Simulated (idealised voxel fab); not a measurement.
process module | voxel self aligned contacts
cross-section cut | 215 nm wide | cells 5 nm
A cross-section is a grid of square cells, given in bands from the top down. A band is one or more rows of cells.
Each band's line starts with the height of the band's top and of its bottom, in nm. Then come its materials from left to right, each with its width in nm. One material with "throughout" fills the band from edge to edge. "air" is empty space.
Height 0 is the level under which the wafer as received is all one material. The lowest band goes on downwards, as in "0 down".
A width such as "30 to 40" changes by the same amount from each row of cells to the next, from the band's top row to its bottom row.
"no change" after a step means that no cell of the cross-section changed.
closed voids: empty space of 8 cells or more with no open way to the top, each as width x height at its distance from the left edge, in nm
after a step's settings: what the simulator itself notes on the step
overlay nm, on a step with a mask: how far to the right of its planned place the mask lay; to the left if negative
plan
1 op RECEIVE | material Si
2 op OXIDIZE | depth nm 5
3 op DIRECTIONAL_DEP | material polySi | thk nm 20
4 op DIRECTIONAL_DEP | material SiN | thk nm 15
5 op DIRECTIONAL_DEP | material aC | thk nm 15
6 op PATTERN | tone cover | mask id GATE | material resist | width nm 30 | pitch nm 65 | thk nm 30 | overlay nm 0
7 op DIRECTIONAL_ETCH | etch materials aC | depth nm 15
8 op STRIP | etch materials resist
9 op DIRECTIONAL_ETCH | etch materials SiN | depth nm 15
10 op DIRECTIONAL_ETCH | etch materials polySi | depth nm 20
11 op STRIP | etch materials aC
12 op CONFORMAL_DEP | material SiN | thk nm 5
13 op DIRECTIONAL_ETCH | etch materials SiN | depth nm 5
14 op FILL_DEP | material SiO2 | thk nm 15
15 op CMP | height nm 45
16 op DIRECTIONAL_DEP | material aC | thk nm 10
17 op PATTERN | tone open | mask id CONTACT | material resist | width nm 45 | pitch nm 65 | thk nm 25 | overlay nm 0
18 op DIRECTIONAL_ETCH | etch materials aC | depth nm 10
19 op STRIP | etch materials resist
20 op DIRECTIONAL_ETCH | etch materials SiO2 | depth nm 50
21 op STRIP | etch materials aC
22 op CONFORMAL_DEP | material TiN | thk nm 5
23 op FILL_DEP | material W | thk nm 5
24 op CMP | height nm 45
25 op CONFORMAL_DEP | material SiN | thk nm 5
as received, after step 1
  0 down: Si throughout
  closed voids: none
a wafer at the end: this start, this plan, one mistake
  50 to 45: SiN throughout
  45 to 35: SiO2 50 | TiN 5 to 15 | W 35 to 15 | TiN 5 to 15 | SiO2 20 | TiN 5 to 15 | W 35 to 15 | TiN 5 to 15 | SiO2 55
  35 to 20: SiO2 20 | SiN 5 | polySi 30 | SiN 5 | TiN 5 | W 15 | TiN 5 | SiN 5 | polySi 30 | SiN 5 | TiN 5 | W 15 | TiN 5 | SiN 5 | polySi 30 | SiN 5 | SiO2 25
  20 to 15: SiO2 20 | SiN 5 | polySi 30 | SiN 5 | TiN 25 | SiN 5 | polySi 30 | SiN 5 | TiN 25 | SiN 5 | polySi 30 | SiN 5 | SiO2 25
  15 to 0: SiN throughout
  0 to -5: SiO2 throughout
  -5 down: Si throughout
  closed voids: none
what went wrong: steps 3 and 4 were swapped
